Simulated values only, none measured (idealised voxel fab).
process module | voxel gate over fins
cross-section cut | 165 nm wide | cells 5 nm
A cross-section is a grid of square cells, given in bands from the top down. A band is one or more rows of cells.
Each band's line starts with the height of the band's top and of its bottom, in nm. Then come its materials from left to right, each with its width in nm. One material with "throughout" fills the band from edge to edge. "air" is empty space.
Height 0 is the level under which the wafer as received is all one material. The lowest band goes on downwards, as in "0 down".
A width such as "30 to 40" changes by the same amount from each row of cells to the next, from the band's top row to its bottom row.
"no change" after a step means that no cell of the cross-section changed.
closed voids: empty space of 8 cells or more with no open way to the top, each as width x height at its distance from the left edge, in nm
after a step's settings: what the simulator itself notes on the step
overlay nm, on a step with a mask: how far to the right of its planned place the mask lay; to the left if negative
plan
1 op RECEIVE | material Si
2 op CONFORMAL_DEP | material SiN | thk nm 10
3 op MASKED_ETCH | tone cover | mask id FINS | width nm 15 | pitch nm 55 | etch materials SiN | depth nm 10 | overlay nm 0
4 op MASKED_ETCH | tone cover | mask id FINS | width nm 15 | pitch nm 55 | etch materials Si | depth nm 30 | overlay nm 0
5 op OXIDIZE | depth nm 5
6 op FILL_DEP | material SiO2 | thk nm 5
7 op CMP | height nm 10
8 op DIRECTIONAL_DEP | material aC | thk nm 10
9 op PATTERN | tone open | mask id RAIL | material resist | width nm 15 | thk nm 30 | overlay nm 0
10 op DIRECTIONAL_ETCH | etch materials aC | depth nm 10
11 op STRIP | etch materials resist
12 op DIRECTIONAL_ETCH | etch materials SiO2 | depth nm 35
13 op STRIP | etch materials aC
14 op CONFORMAL_DEP | material TiN | thk nm 5
15 op FILL_DEP | material W | thk nm 5
16 op CMP | height nm 10
17 op SELECTIVE_ETCH | etch materials W Ru TiN | depth nm 30
18 op FILL_DEP | material SiO2 | thk nm 5
19 op CMP | height nm 10
20 op SELECTIVE_ETCH | etch materials SiO2 | depth nm 20
21 op STRIP | etch materials SiN
22 op CONFORMAL_DEP | material HfO2 | thk nm 5
23 op CONFORMAL_DEP | material TiN | thk nm 5
24 op CONFORMAL_DEP | material TiAl | thk nm 5
25 op CONFORMAL_DEP | material TiN | thk nm 5
26 op FILL_DEP | material W | thk nm 10
27 op CMP | height nm 25
28 op CONFORMAL_DEP | material SiN | thk nm 10
as received, after step 1
  0 down: Si throughout
  closed voids: none
first wafer at the end, as planned
  35 to 25: SiN throughout
  25 to 20: W throughout
  20 to 15: W 30 | TiN 45 | W 10 | TiN 45 | W 35
  15 to 10: W 30 | TiN 5 | TiAl 35 | TiN 5 | W 10 | TiN 5 | TiAl 35 | TiN 5 | W 35
  10 to 5: TiN 35 | TiAl 5 | TiN 25 | TiAl 5 | TiN 20 | TiAl 5 | TiN 25 | TiAl 5 | TiN 40
  5 to 0: TiAl 40 | TiN 5 | HfO2 15 | TiN 5 | TiAl 30 | TiN 5 | HfO2 15 | TiN 5 | TiAl 45
  0 to -5: TiN 45 | HfO2 5 | Si 5 | HfO2 5 | TiN 40 | HfO2 5 | Si 5 | HfO2 5 | TiN 50
  -5 to -10: HfO2 50 | Si 5 | HfO2 50 | Si 5 | HfO2 55
  -10 to -20: SiO2 50 | Si 5 | SiO2 50 | Si 5 | SiO2 55
  -20 to -25: SiO2 50 | Si 5 | SiO2 15 | TiN 15 | SiO2 20 | Si 5 | SiO2 55
  -25 to -35: SiO2 50 | Si 5 | SiO2 50 | Si 5 | SiO2 55
  -35 down: Si throughout
  closed voids: none
second wafer at the end: like start, like plan, one mistake
  35 to 25: SiN throughout
  25 to 15: W throughout
  15 to 10: W 35 | TiN 35 | W 20 | TiN 35 | W 40
  10 to 5: W 35 | TiN 5 | TiAl 25 | TiN 5 | W 20 | TiN 5 | TiAl 25 | TiN 5 | W 40
  5 to 0: TiN 40 | TiAl 5 | TiN 15 | TiAl 5 | TiN 30 | TiAl 5 | TiN 15 | TiAl 5 | TiN 45
  0 to -5: TiAl 45 | TiN 5 | Si 5 | TiN 5 | TiAl 40 | TiN 5 | Si 5 | TiN 5 | TiAl 50
  -5 to -10: TiN 50 | Si 5 | TiN 50 | Si 5 | TiN 55
  -10 to -20: SiO2 50 | Si 5 | SiO2 50 | Si 5 | SiO2 55
  -20 to -25: SiO2 50 | Si 5 | SiO2 15 | TiN 15 | SiO2 20 | Si 5 | SiO2 55
  -25 to -35: SiO2 50 | Si 5 | SiO2 50 | Si 5 | SiO2 55
  -35 down: Si throughout
  closed voids: none
what went wrong: step 22 was left out
at the end the second wafer has, in cells: 41 fewer of HfO2 | 41 more of W
